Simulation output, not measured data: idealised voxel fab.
This section sets out a process module, namely voxel ribs on slabs.
Xsec cut, 265 nm wide, square cell size 5 nm.
Format of a cross-section: grid, square cells. Given as bands. Order: top down. Band: one or more rows of cells. Heights first: top, then bottom, in nm. Then materials, left to right, each with a width in nm. "full width" on a single material: fills the band edge to edge. "blank": empty space. Height datum 0, below which the as-received substrate wafer is one material. Lowest band open at the bottom, running downward: "from 0 down". Quick explanation for "30 to 40": the width changes in equal steps down the rows of cells, from the first number in the band's top row to the second number in its bottom row. Any step labelled "same as before" changed none of the cells in the cross-section. Enclosed voids (no open way to top), threshold 8 cells or more, entry "Closed cavity list", notation width x height at distance, distance from left edge, nm. Note: text after step settings on the step line = simulator remark on that step. The optional step-line setting "overlay nm" applies to steps with a mask and quantifies how far to the right of its planned location the mask lay, a negative value indicating leftward placement.

Planned step list for the process
1 RECEIVE (material Si)
2 DIRECTIONAL_DEP (material SiO2; thk nm 30)
3 DIRECTIONAL_DEP (material SiN; thk nm 20)
4 PATTERN (tone cover; mask id RIB; material resist; width nm 25; thk nm 15; overlay nm 0)
5 DIRECTIONAL_ETCH (etch materials SiN; depth nm 5)
6 STRIP (etch materials resist)
7 PATTERN (tone cover; mask id SLAB; material resist; width nm 85; thk nm 15; overlay nm 0)
8 DIRECTIONAL_ETCH (etch materials SiN; depth nm 15)
9 STRIP (etch materials resist)
10 FILL_DEP (material SiO2; thk nm 20)
11 CMP (height nm 60)
12 DIRECTIONAL_DEP (material W; thk nm 5)
13 DIRECTIONAL_DEP (material aC; thk nm 15)
14 PATTERN (tone cover; mask id HEATER; material resist; width nm 35; thk nm 30; overlay nm 0)
15 DIRECTIONAL_ETCH (etch materials aC; depth nm 15)
16 STRIP (etch materials resist)
17 DIRECTIONAL_ETCH (etch materials W; depth nm 5)
18 STRIP (etch materials aC)
19 CONFORMAL_DEP (material SiN; thk nm 10)

Account of the first of two wafers, which was processed as intended

As-received wafer cross-section (after step 1)
    from 0 down: Si full width
    Closed cavity list: none

How the wafer stands in section after step 2
    from 30 to 0: SiO2 full width
    Beneath the level 0, the cross-section is identical to its previous state.

How the wafer stands in section after step 3
    from 50 to 30: SiN full width
    Beneath the level 30, the cross-section is identical to its previous state.

How the wafer stands in section after step 4
    from 65 to 50: blank: 120 / resist: 25 / blank: 120
    Beneath the level 50, the cross-section is identical to its previous state.

How the wafer stands in section after step 5
    from 65 to 50: blank: 120 / resist: 25 / blank: 120
    from 50 to 45: blank: 120 / SiN: 25 / blank: 120
    Beneath the level 45, the cross-section is identical to its previous state.

How the wafer stands in section after step 6
    from 50 to 45: blank: 120 / SiN: 25 / blank: 120
    Beneath the level 45, the cross-section is identical to its previous state.

How the wafer stands in section after step 7
    from 65 to 50: blank: 90 / resist: 85 / blank: 90
    from 50 to 45: blank: 90 / resist: 30 / SiN: 25 / resist: 30 / blank: 90
    Beneath the level 45, the cross-section is identical to its previous state.

How the wafer stands in section after step 8
    from 65 to 50: blank: 90 / resist: 85 / blank: 90
    from 50 to 45: blank: 90 / resist: 30 / SiN: 25 / resist: 30 / blank: 90
    from 45 to 30: blank: 90 / SiN: 85 / blank: 90
    Beneath the level 30, the cross-section is identical to its previous state.

How the wafer stands in section after step 9
    from 50 to 45: blank: 120 / SiN: 25 / blank: 120
    Beneath the level 45, the cross-section is identical to its previous state.

How the wafer stands in section after step 10
    from 70 to 50: SiO2 full width
    from 50 to 45: SiO2: 120 / SiN: 25 / SiO2: 120
    from 45 to 30: SiO2: 90 / SiN: 85 / SiO2: 90
    Beneath the level 30, the cross-section is identical to its previous state.

How the wafer stands in section after step 11
    from 60 to 50: SiO2 full width
    Beneath the level 50, the cross-section is identical to its previous state.

How the wafer stands in section after step 12
    from 65 to 60: W full width
    Beneath the level 60, the cross-section is identical to its previous state.

How the wafer stands in section after step 13
    from 80 to 65: aC full width
    Beneath the level 65, the cross-section is identical to its previous state.

How the wafer stands in section after step 14
    from 110 to 80: blank: 115 / resist: 35 / blank: 115
    Beneath the level 80, the cross-section is identical to its previous state.

How the wafer stands in section after step 15
    from 95 to 80: blank: 115 / resist: 35 / blank: 115
    from 80 to 65: blank: 115 / aC: 35 / blank: 115
    Beneath the level 65, the cross-section is identical to its previous state.

How the wafer stands in section after step 16
    from 80 to 65: blank: 115 / aC: 35 / blank: 115
    Beneath the level 65, the cross-section is identical to its previous state.

How the wafer stands in section after step 17
    from 80 to 65: blank: 115 / aC: 35 / blank: 115
    from 65 to 60: blank: 115 / W: 35 / blank: 115
    Beneath the level 60, the cross-section is identical to its previous state.

How the wafer stands in section after step 18
    from 65 to 60: blank: 115 / W: 35 / blank: 115
    Beneath the level 60, the cross-section is identical to its previous state.

How the wafer stands in section after step 19
    from 75 to 70: blank: 105 / SiN: 55 / blank: 105
    from 70 to 65: SiN full width
    from 65 to 60: SiN: 115 / W: 35 / SiN: 115
    Beneath the level 60, the cross-section is identical to its previous state.

Companion wafer, the second of two: same beginning, same intended sequence, one mistake in carrying it out; through step 12 inclusive it tracks the first exactly

Cross-section of the second wafer corresponding to the planned conclusion of step 13
    from 80 to 65: SiO2 full width
    Beneath the level 65, the cross-section is identical to its previous state.

Cross-section of the second wafer corresponding to the planned conclusion of step 14
    from 110 to 80: blank: 115 / resist: 35 / blank: 115
    Beneath the level 80, the cross-section is identical to its previous state.

Cross-section of the second wafer corresponding to the planned conclusion of step 15
    from 95 to 80: blank: 115 / resist: 35 / blank: 115
    Beneath the level 80, the cross-section is identical to its previous state.

Cross-section of the second wafer corresponding to the planned conclusion of step 16
    from 80 to 65: SiO2 full width
    Beneath the level 65, the cross-section is identical to its previous state.

Cross-section of the second wafer corresponding to the planned conclusion of step 17: same as before

Cross-section of the second wafer corresponding to the planned conclusion of step 18: same as before

Cross-section of the second wafer corresponding to the planned conclusion of step 19
    from 90 to 80: SiN full width
    Beneath the level 80, the cross-section is identical to its previous state.
Here's what went sideways: off-plan run, step 13, actual operation and settings DIRECTIONAL_DEP (material SiO2; thk nm 15)
Materials where the second wafer ends with more or fewer cells than the first: -4 SiN | +159 SiO2 | +46 W
